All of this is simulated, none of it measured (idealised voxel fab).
Documented hereafter: the process module known as voxel tone inversion.
Square cell edge 5 nm, section width 240 nm, ID cut.
We lay out every cross-section as a grid of square cells and spell it out in bands from the top down, where one band means one or more rows of cells.
The entry gives the band's vertical extent as a top height and a bottom height in nm, then its horizontal make-up as materials from left to right, each with a width in nm. "empty" stands for empty space; a single material marked "full width" fills the band edge to edge.
For the purposes of this specification, 0 denotes the height below which the wafer in its as-received condition is composed wholly of one material, and the lowermost band, lacking a lower limit, extends downward without end, as expressed in "top 0, no bottom".
So if you see something like "30 to 40" for the width, read it as the top row of the band sitting at the first number and the bottom row at the second, with every row in between moving by the same amount as the last.
"remained unchanged" (step): cross-section cells unchanged, all of them.
Heads up: "Enclosed void listing" only lists the empty pockets with no open path to the top that are 8 cells or more, and it writes them as width x height at distance, distance from the left edge, in nm.
Text after the settings on a step's line: the simulator's own remark on that step.
"overlay nm" on a masked step: distance the mask lay right of its planned place, negative for left.
THE PROCESS STEPS THAT WERE PLANNED ARE LISTED BELOW
| 1 | RECEIVE, material Si |
| 2 | CONFORMAL_DEP, material SiN, thk nm 5 |
| 3 | DIRECTIONAL_DEP, material polySi, thk nm 20 |
| 4 | PATTERN, tone cover, mask id POSTS, material resist, width nm 15, pitch nm 45, thk nm 25, overlay nm 0 |
| 5 | DIRECTIONAL_ETCH, etch materials polySi, depth nm 20 |
| 6 | STRIP, etch materials resist |
| 7 | FILL_DEP, material lowk, thk nm 10 |
| 8 | CMP, height nm 25 |
| 9 | STRIP, etch materials polySi |
| 10 | CONFORMAL_DEP, material TiN, thk nm 5 |
| 11 | FILL_DEP, material Cu, thk nm 10 |
| 12 | CMP, height nm 25 |
| 13 | CONFORMAL_DEP, material SiCN, thk nm 5 |
THE CROSS-SECTION HERE SHOWS THE WAFER AS RECEIVED, I.E. IN ITS STATE AFTER STEP 1
- top 0, no bottom: Si full width
- Enclosed void listing: none
STARTING STRUCTURE AND PROCESS PLAN ARE AS SHOWN ABOVE, BUT ONE MISTAKE WAS MADE IN RUNNING THE MODULE; THE WAFER CROSS-SECTION AT THE END OF THE MODULE FOLLOWS
- top 30, bottom 25: SiCN full width
- top 25, bottom 10: Cu 40, then TiN 5, then lowk 15, then TiN 5, then Cu 20, then TiN 5, then lowk 15, then TiN 5, then Cu 20, then TiN 5, then lowk 15, then TiN 5, then Cu 20, then TiN 5, then lowk 15, then TiN 5, then Cu 40
- top 10, bottom 5: TiN 45, then lowk 15, then TiN 30, then lowk 15, then TiN 30, then lowk 15, then TiN 30, then lowk 15, then TiN 45
- top 5, bottom 0: SiN full width
- top 0, no bottom: Si full width
- Enclosed void listing: none
What was done differently from what was planned? step 4 changed vs plan, executed as PATTERN, tone open, mask id POSTS, material resist, width nm 15, pitch nm 45, thk nm 25, overlay nm 0
